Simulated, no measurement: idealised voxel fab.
The following is a process module called voxel self aligned vias.
Pictured: cross-section cut, 235 nm wide, on a grid of 5 nm square cells.
Format of a cross-section: grid, square cells. Given as bands. Order: top down. Band: one or more rows of cells.
Band entry format. Leading values: height of top, height of bottom, nm. Remainder: materials in left-to-right order, each with its width in nm. Special words: "all across" on a single material, which then fills the band edge to edge; "air", empty space.
Basically, 0 is our baseline, since under it the wafer straight out of the box is all one material. The bottom band has no lower end and keeps on going down, so it looks like "0..down".
With a width like "30->40", each row of cells in the band differs from the next by the same amount, the top row carrying the first number and the bottom row the second.
It should be understood that the words "nothing changed", when stated for a given step, signify that the cross-section underwent no change in any of its cells during that step.
Entry "Completely enclosed voids" = empty spaces >= 8 cells with no open way to the top; each as width x height at distance, distance from left edge, all nm.
The remark found on a step's line after its settings is issued by the simulator itself and pertains to that step.
If you see "overlay nm" on a step's line and that step has a mask, it's telling you how far right of where it was planned the mask ended up; a negative number means it went left instead.
This section lists the process steps that were planned
1,RECEIVE (material Si)
2,CONFORMAL_DEP (material SiO2; thk nm 10)
3,CONFORMAL_DEP (material SiCN; thk nm 5)
4,DIRECTIONAL_DEP (material lowk; thk nm 20)
5,PATTERN (tone open; mask id LINES; material resist; width nm 25; pitch nm 65; thk nm 15; overlay nm 0)
6,DIRECTIONAL_ETCH (etch materials lowk; depth nm 20)
7,STRIP (etch materials resist)
8,CONFORMAL_DEP (material TiN; thk nm 5)
9,FILL_DEP (material Ru; thk nm 5)
10,CMP (height nm 35)
11,SELECTIVE_ETCH (etch materials W Ru TiN; depth nm 10)
12,FILL_DEP (material SiN; thk nm 10)
13,CMP (height nm 35)
14,DIRECTIONAL_DEP (material lowk; thk nm 20)
15,DIRECTIONAL_DEP (material aC; thk nm 10)
16,PATTERN (tone open; mask id VIAS; material resist; width nm 35; thk nm 30; overlay nm 0)
17,DIRECTIONAL_ETCH (etch materials aC; depth nm 10)
18,STRIP (etch materials resist)
19,DIRECTIONAL_ETCH (etch materials lowk; depth nm 10)
20,DIRECTIONAL_ETCH (etch materials SiN; depth nm 10)
21,STRIP (etch materials aC)
22,CONFORMAL_DEP (material TiN; thk nm 5)
23,FILL_DEP (material W; thk nm 10)
24,CMP (height nm 55)
25,CONFORMAL_DEP (material SiN; thk nm 5)
The plan's step 19 depth nm is the first wafer's value; the wafers differ in this setting and start identical.
The first of several wafers as received, shown in cross-section; this is its state after step 1
* 0..down  Si all across
* Completely enclosed voids: none
Tabulated below, wafer by wafer, are the end-of-module results: for each material, the number of cells gained (+) or lost (-) relative to the as-received state, followed by the closed voids
depth nm 10; +6 Ru; +47 SiCN; +67 SiN; +94 SiO2; +23 TiN; +5 W; +322 lowk; Completely enclosed voids: none
depth nm 15; +6 Ru; +47 SiCN; +67 SiN; +94 SiO2; +25 TiN; +10 W; +315 lowk; Completely enclosed voids: none
depth nm 20; +6 Ru; +47 SiCN; +57 SiN; +94 SiO2; +31 TiN; +21 W; +308 lowk; Completely enclosed voids: none
depth nm 25; +6 Ru; +47 SiCN; +57 SiN; +94 SiO2; +31 TiN; +23 W; +306 lowk; Completely enclosed voids: none
depth nm 30; +6 Ru; +47 SiCN; +57 SiN; +94 SiO2; +31 TiN; +25 W; +304 lowk; Completely enclosed voids: none
depth nm 35; +6 Ru; +47 SiCN; +57 SiN; +94 SiO2; +33 TiN; +25 W; +302 lowk; Completely enclosed voids: none
